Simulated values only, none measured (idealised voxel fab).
Documented hereafter: the process module known as voxel self aligned contacts.
The width of the displayed cross-section, cut, is 180 nm; its cells are square, with a size of 5 nm.
A cross-section in this document is a grid of square cells, and it is written down as bands, the top band listed before the ones below it; a band is made up of one or more rows of cells.
Look at the band entry: it leads with the top's height and the bottom's height in nm. Then it lists the materials left to right, with a width in nm for each. The word "all across" on a single material says that material fills the band edge to edge. The word "blank" is empty space.
Height 0 is the level under which the wafer as received is all one material. The lowest band goes on downwards, as in "0..down".
A two-number width, for instance "30 to 40", indicates that the width is equal to the first number in the top row of the band and to the second number in the bottom row, and that it changes by a constant amount per row of cells.
"no change occurred" -> step changed no cross-section cell.
"Sealed cavities" means: voids of 8 cells or more that are shut off from the top with no open way through. Written width x height at distance, distance from the left edge, in nm.
Past the settings on a step's line: simulator remark, on that step.
A step line may carry the setting "overlay nm", which, for steps involving a mask, states the distance by which the mask lay to the right of its intended position; negative values denote displacement to the left.

-- Planned step list for the process
1,RECEIVE | material Si
2,OXIDIZE | depth nm 5
3,DIRECTIONAL_DEP | material polySi | thk nm 25
4,DIRECTIONAL_DEP | material SiN | thk nm 15
5,PATTERN | tone cover | mask id GATE | material resist | width nm 30 | pitch nm 60 | thk nm 20 | overlay nm 0
6,DIRECTIONAL_ETCH | etch materials SiN | depth nm 15
7,DIRECTIONAL_ETCH | etch materials polySi | depth nm 25
8,STRIP | etch materials resist
9,CONFORMAL_DEP | material SiN | thk nm 5
10,DIRECTIONAL_ETCH | etch materials SiN | depth nm 5
11,FILL_DEP | material SiO2 | thk nm 15
12,CMP | height nm 50
13,MASKED_ETCH | tone open | mask id CONTACT | width nm 40 | etch materials SiO2 | depth nm 55 | overlay nm 0
14,CONFORMAL_DEP | material TiN | thk nm 5
15,FILL_DEP | material W | thk nm 5
16,CMP | height nm 50
17,CONFORMAL_DEP | material SiCN | thk nm 5

-- Step 1 complete: cross-section of the wafer as received
> 0..down | Si all across
> Sealed cavities: none

-- The module was run from the start shown above using the plan shown above, but one mistake was made doing it; the resulting wafer cross-section is below
> 55..50 | SiCN all across
> 50..40 | 75 of SiO2  5 to 10 of TiN  30 to 10 of W  5 to 20 of TiN  65 of SiO2
> 40..25 | 40 of SiO2  40 of SiN  5 of TiN  10 of W  5 of TiN  40 of SiN  40 of SiO2
> 25..0 | 40 of SiO2  5 of SiN  30 of polySi  5 of SiN  5 of TiN  10 of W  5 of TiN  5 of SiN  30 of polySi  5 of SiN  40 of SiO2
> 0..-5 | 80 of SiO2  20 of TiN  80 of SiO2
> -5..down | Si all across
> Sealed cavities: none
Finding, execution versus plan: planned and actual differ for step 13; actual: MASKED_ETCH | tone open | mask id CONTACT | width nm 40 | etch materials SiO2 | depth nm 55 | overlay nm 5
